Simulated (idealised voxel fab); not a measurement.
Module name: voxel air gaps (process module)
This is section cut - it's 245 nm across, gridded in 5 nm square cells.
A cross-section in this document is a grid of square cells, and it is written down as bands, the top band listed before the ones below it; a band is made up of one or more rows of cells. Per band: top height and bottom height in nm, followed by the left-to-right materials and their widths in nm; "throughout" marks a single material spanning edge to edge, "air" marks empty space. Zero point of the height axis is 0; under it, received wafer = one material. Lowest band: continues down indefinitely, "0..down". A width such as "30..40" changes by the same amount from each row of cells to the next, from the band's top row to its bottom row. Key: "nothing got changed" - step with no changed cell in the cross-section. Heads up: "Fully enclosed voids" only lists the empty pockets with no open path to the top that are 8 cells or more, and it writes them as width x height at distance, distance from the left edge, in nm. Heads up: the bit after the settings on a step's line is the simulator's remark on that step. overlay nm: step with mask; distance mask lay right of planned place; negative value = left of planned place.
### Listed below are the process steps as planned
step 1: RECEIVE with material Si
step 2: CONFORMAL_DEP with material SiO2, thk nm 10
step 3: CONFORMAL_DEP with material SiN, thk nm 5
step 4: DIRECTIONAL_DEP with material SiO2, thk nm 35
step 5: PATTERN with tone open, mask id LINES, material resist, width nm 20, pitch nm 50, thk nm 20, overlay nm 0
step 6: DIRECTIONAL_ETCH with etch materials SiO2, depth nm 35
step 7: STRIP with etch materials resist
step 8: CONFORMAL_DEP with material TiN, thk nm 5
step 9: FILL_DEP with material W, thk nm 10
step 10: CMP with height nm 50
step 11: EPI with material Ru, thk nm 10
step 12: SELECTIVE_ETCH with etch materials SiO2, depth nm 45
step 13: CONFORMAL_DEP with material SiN, thk nm 5
### Cross-section: wafer on arrival = after step 1
- 0..down: Si throughout
- Fully enclosed voids: none
### Sectioned view, first of two wafers, at the close of the module, processed as intended in the plan
- 65..60: 45 nm air / 150 nm SiN / 50 nm air
- 60..50: 45 nm air / 5 nm SiN / 40 nm Ru / 10 nm SiN / 40 nm Ru / 10 nm SiN / 40 nm Ru / 5 nm SiN / 50 nm air
- 50..45: 45 nm air / 15 nm SiN / 5 nm TiN / 10 nm W / 5 nm TiN / 30 nm SiN / 5 nm TiN / 10 nm W / 5 nm TiN / 30 nm SiN / 5 nm TiN / 10 nm W / 5 nm TiN / 15 nm SiN / 50 nm air
- 45..20: 55 nm air / 5 nm SiN / 5 nm TiN / 10 nm W / 5 nm TiN / 5 nm SiN / 20 nm air / 5 nm SiN / 5 nm TiN / 10 nm W / 5 nm TiN / 5 nm SiN / 20 nm air / 5 nm SiN / 5 nm TiN / 10 nm W / 5 nm TiN / 5 nm SiN / 60 nm air
- 20..15: 60 nm SiN / 20 nm TiN / 30 nm SiN / 20 nm TiN / 30 nm SiN / 20 nm TiN / 65 nm SiN
- 15..10: SiN throughout
- 10..0: SiO2 throughout
- 0..down: Si throughout
- Fully enclosed voids: 20 x 25 at 85; 20 x 25 at 135
### Second of two wafers, module complete, sectioned: it shares the first wafer's start and plan but was run with one mistake
- 55..45: SiN throughout
- 45..0: SiO2 throughout
- 0..down: Si throughout
- Fully enclosed voids: none
The plan and the run diverged here: steps 3 and 4 run out of order (swapped)
Upon completion, the second wafer contains, in terms of cells, a greater or smaller amount of certain materials than the first wafer: -48 Ru, -78 SiN, +343 SiO2, -48 TiN, -36 W
The first wafer finishes with 2 closed voids, while the second finishes with 0.
